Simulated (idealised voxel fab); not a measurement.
The process module presented herein is designated voxel released beams.
For reference, the cross-section in this document is cut, with width 145 nm and square cells of 5 nm.
For the purposes of this document, a cross-section shall be understood as a grid of square cells, specified as bands listed in top-to-bottom order, each band consisting of one or more rows of cells. In this notation a band is specified by the heights of its top and bottom, in that order and in nm, after which its materials appear from left to right, each paired with its width in nm. The word "full width" attached to a single material means that material fills the band from edge to edge; the word "air" stands for empty space. Where do heights start? At 0: under that level the wafer as delivered is made of one material only. And the lowest band has no floor; it just carries on downward, as in "0..down". You'd read "30->40" like this: the band's top row of cells is as wide as the first number, its bottom row is as wide as the second, and going down, every row changes width by the same amount as the row before did. Basically "no alterations made" means that step didn't change any cell in the cross-section. Voids not open to the top, 8 cells minimum: see "Cavities, sealed". Written width x height at distance; distance is from the left edge; nm. Post-settings text on a step line: simulator's own remark regarding the step. Regarding "overlay nm": on a step with a mask, it is the distance the mask lay to the right of its planned place; a negative value places it to the left.
# Here's what the planned process steps look like
1. RECEIVE: material Si
2. CONFORMAL_DEP: material Al2O3, thk nm 5
3. DIRECTIONAL_DEP: material SiO2, thk nm 20
4. DIRECTIONAL_DEP: material aC, thk nm 10
5. PATTERN: tone open, mask id ANCHOR, material resist, width nm 25, thk nm 30, overlay nm 0
6. DIRECTIONAL_ETCH: etch materials aC, depth nm 10
7. STRIP: etch materials resist
8. DIRECTIONAL_ETCH: etch materials SiO2, depth nm 20
9. STRIP: etch materials aC
10. CONFORMAL_DEP: material polySi, thk nm 10
11. DIRECTIONAL_DEP: material aC, thk nm 15
12. PATTERN: tone cover, mask id BEAM, material resist, width nm 80, thk nm 30, overlay nm 0
13. DIRECTIONAL_ETCH: etch materials aC, depth nm 15
14. STRIP: etch materials resist
15. DIRECTIONAL_ETCH: etch materials polySi, depth nm 10
16. STRIP: etch materials aC
17. STRIP: etch materials SiO2
# Cross-section: wafer on arrival = after step 1
    0..down: Si full width
    Cavities, sealed: none
# Wafer cross-section at module end: first of two, run to plan
    35..25: 30 of air | 15 of polySi | 5 of air | 60 of polySi | 35 of air
    25..15: 35 of air | 10 of polySi | 5 of air | 10 of polySi | 85 of air
    15..5: 35 of air | 25 of polySi | 85 of air
    5..0: Al2O3 full width
    0..down: Si full width
    Cavities, sealed: none
# Wafer two, sectioned after the module: the first wafer's start, the first wafer's plan, and one mistake in how it was run
    30..20: 30 of air | 15 of polySi | 5 of air | 60 of polySi | 35 of air
    20..10: 35 of air | 10 of polySi | 5 of air | 10 of polySi | 85 of air
    10..0: 35 of air | 25 of polySi | 85 of air
    0..down: Si full width
    Cavities, sealed: none
The mistake made against the process plan was this: execution of step 2 of the plan did not take place, the step having been omitted
Final difference in cells, second wafer against first, listed per material as more or fewer: 29 fewer of Al2O3
